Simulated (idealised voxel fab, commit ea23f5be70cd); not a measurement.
A process module follows: voxel double patterning.
The figure presents cross-section cut, which has a width of 145 nm and is divided into square cells with an edge length of 5 nm.
Bands, listed from the top down, are how a cross-section gets written in this document; the cross-section itself is a grid of square cells, and a band is one or more rows of them. What a band's entry tells you: where the top is and where the bottom is, as heights in nm, and after that what lies inside, material by material from left to right, each with its width in nm. Empty space is written as the word "empty", and a single material marked with the word "edge to edge" occupies the band from edge to edge. All heights in this document are referenced to 0, defined as the level beneath which the wafer, as received, consists entirely of one material. The lowest band is not bounded below; it extends indefinitely downward and is written in the form "0 -> down". The expression "30 to 40" gives the width at the extremes of the band, the first number at its top row of cells and the second at its bottom row, with the width changing by equal amounts from each row to the next in between. Basically "no alterations made" means that step didn't change any cell in the cross-section. The entry "Enclosed void list" lists the empty spaces that cover at least 8 cells and have no open path to the top. Each is written as width x height at distance, where the distance is measured from the left edge and all three values are in nm. Where a step's line continues beyond its settings, the continuation is a remark by the simulator itself on that step. When a step includes a mask, the "overlay nm" setting on its line states how far to the right of its planned place that mask lay, and negative values state how far to the left.
The steps planned for the process are as follows
| 1 | RECEIVE: material Si |
| 2 | CONFORMAL_DEP: material SiO2, thk nm 10 |
| 3 | DIRECTIONAL_DEP: material W, thk nm 15 |
| 4 | DIRECTIONAL_DEP: material SiN, thk nm 5 |
| 5 | DIRECTIONAL_DEP: material aC, thk nm 15 |
| 6 | PATTERN: tone open, mask id FIRST, material resist, width nm 15, pitch nm 50, thk nm 30, overlay nm 0 |
| 7 | DIRECTIONAL_ETCH: etch materials aC, depth nm 15 |
| 8 | STRIP: etch materials resist |
| 9 | DIRECTIONAL_ETCH: etch materials SiN, depth nm 5 |
| 10 | STRIP: etch materials aC |
| 11 | DIRECTIONAL_DEP: material aC, thk nm 15 |
| 12 | PATTERN: tone open, mask id SECOND, material resist, width nm 15, thk nm 30, overlay nm 0 |
| 13 | DIRECTIONAL_ETCH: etch materials aC, depth nm 15 |
| 14 | STRIP: etch materials resist |
| 15 | DIRECTIONAL_ETCH: etch materials SiN, depth nm 5 |
| 16 | STRIP: etch materials aC |
| 17 | DIRECTIONAL_ETCH: etch materials W, depth nm 15 |
| 18 | STRIP: etch materials SiN |
Received-state cross-section, reflecting completion of step 1
> 0 -> down  Si edge to edge
> Enclosed void list: none
The first of the two wafers as seen in cross-section once the module was finished; processing followed the plan
> 25 -> 10  W 40 nm  empty 15 nm  W 10 nm  empty 15 nm  W 10 nm  empty 15 nm  W 40 nm
> 10 -> 0  SiO2 edge to edge
> 0 -> down  Si edge to edge
> Enclosed void list: none
second wafer at the end: like start, like plan, one mistake
> 45 -> 40  SiO2 40 nm  empty 15 nm  SiO2 35 nm  empty 15 nm  SiO2 40 nm
> 40 -> 30  SiO2 edge to edge
> 30 -> 25  SiN 40 nm  SiO2 15 nm  SiN 35 nm  SiO2 15 nm  SiN 40 nm
> 25 -> 10  W edge to edge
> 10 -> 0  SiO2 edge to edge
> 0 -> down  Si edge to edge
> Enclosed void list: none
What went wrong in running the wafer? step 11 did not use the planned setting and instead ran as DIRECTIONAL_DEP: material SiO2, thk nm 15
Looking at both finished wafers in cells, the second ends up ahead of or behind the first on some materials: 23 more of SiN | 87 more of SiO2 | 27 more of W
